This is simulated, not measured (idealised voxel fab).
process module | voxel spacer lines
cross-section cut | 160 nm wide | cells 5 nm
A cross-section is a grid of square cells, given in bands from the top down. A band is one or more rows of cells.
Each band's line starts with the height of the band's top and of its bottom, in nm. Then come its materials from left to right, each with its width in nm. One material with "throughout" fills the band from edge to edge. "air" is empty space.
Height 0 is the level under which the wafer as received is all one material. The lowest band goes on downwards, as in "0 down".
A width such as "30 to 40" changes by the same amount from each row of cells to the next, from the band's top row to its bottom row.
"no change" after a step means that no cell of the cross-section changed.
closed voids: empty space of 8 cells or more with no open way to the top, each as width x height at its distance from the left edge, in nm
after a step's settings: what the simulator itself notes on the step
overlay nm, on a step with a mask: how far to the right of its planned place the mask lay; to the left if negative
plan
1 op RECEIVE | material Si
2 op CONFORMAL_DEP | material Al2O3 | thk nm 5
3 op DIRECTIONAL_DEP | material polySi | thk nm 20
4 op DIRECTIONAL_DEP | material aC | thk nm 20
5 op PATTERN | tone cover | mask id MANDREL | material resist | width nm 25 | pitch nm 80 | thk nm 30 | overlay nm 0
6 op DIRECTIONAL_ETCH | etch materials aC | depth nm 20
7 op STRIP | etch materials resist
8 op CONFORMAL_DEP | material SiN | thk nm 15
9 op DIRECTIONAL_ETCH | etch materials SiN | depth nm 15
10 op STRIP | etch materials aC
11 op DIRECTIONAL_ETCH | etch materials polySi | depth nm 20
12 op STRIP | etch materials SiN
first wafer, as planned
as received, after step 1
  0 down: Si throughout
  closed voids: none
after step 2
  5 to 0: Al2O3 throughout
  below 0: unchanged
after step 3
  25 to 5: polySi throughout
  below 5: unchanged
after step 4
  45 to 25: aC throughout
  below 25: unchanged
after step 5
  75 to 45: air 25 | resist 25 | air 55 | resist 25 | air 30
  below 45: unchanged
after step 6
  55 to 45: air 25 | resist 25 | air 55 | resist 25 | air 30
  45 to 25: air 25 | aC 25 | air 55 | aC 25 | air 30
  below 25: unchanged
after step 7
  45 to 25: air 25 | aC 25 | air 55 | aC 25 | air 30
  below 25: unchanged
after step 8
  60 to 45: air 10 | SiN 55 | air 25 | SiN 55 | air 15
  45 to 40: air 10 | SiN 15 | aC 25 | SiN 15 | air 25 | SiN 15 | aC 25 | SiN 15 | air 15
  40 to 25: SiN 25 | aC 25 | SiN 55 | aC 25 | SiN 30
  below 25: unchanged
after step 9
  45 to 25: air 10 | SiN 15 | aC 25 | SiN 15 | air 25 | SiN 15 | aC 25 | SiN 15 | air 15
  below 25: unchanged
after step 10
  45 to 25: air 10 | SiN 15 | air 25 | SiN 15 | air 25 | SiN 15 | air 25 | SiN 15 | air 15
  below 25: unchanged
after step 11
  45 to 25: air 10 | SiN 15 | air 25 | SiN 15 | air 25 | SiN 15 | air 25 | SiN 15 | air 15
  25 to 5: air 10 | polySi 15 | air 25 | polySi 15 | air 25 | polySi 15 | air 25 | polySi 15 | air 15
  below 5: unchanged
after step 12
  25 to 5: air 10 | polySi 15 | air 25 | polySi 15 | air 25 | polySi 15 | air 25 | polySi 15 | air 15
  below 5: unchanged
second wafer: like start, like plan, one mistake. Through step 9 it matches the first wafer
when step 10 should have ended
  45 to 25: air 10 | SiN 15 | aC 25 | SiN 15 | air 25 | SiN 15 | aC 25 | SiN 15 | air 15
  25 to 5: air 10 | polySi 55 | air 25 | polySi 55 | air 15
  below 5: unchanged
when step 11 should have ended
  45 to 25: air 10 | SiN 15 | air 25 | SiN 15 | air 25 | SiN 15 | air 25 | SiN 15 | air 15
  below 25: unchanged
when step 12 should have ended
  25 to 5: air 10 | polySi 55 | air 25 | polySi 55 | air 15
  below 5: unchanged
what went wrong: steps 10 and 11 were swapped
at the end the second wafer has, in cells: 40 more of polySi
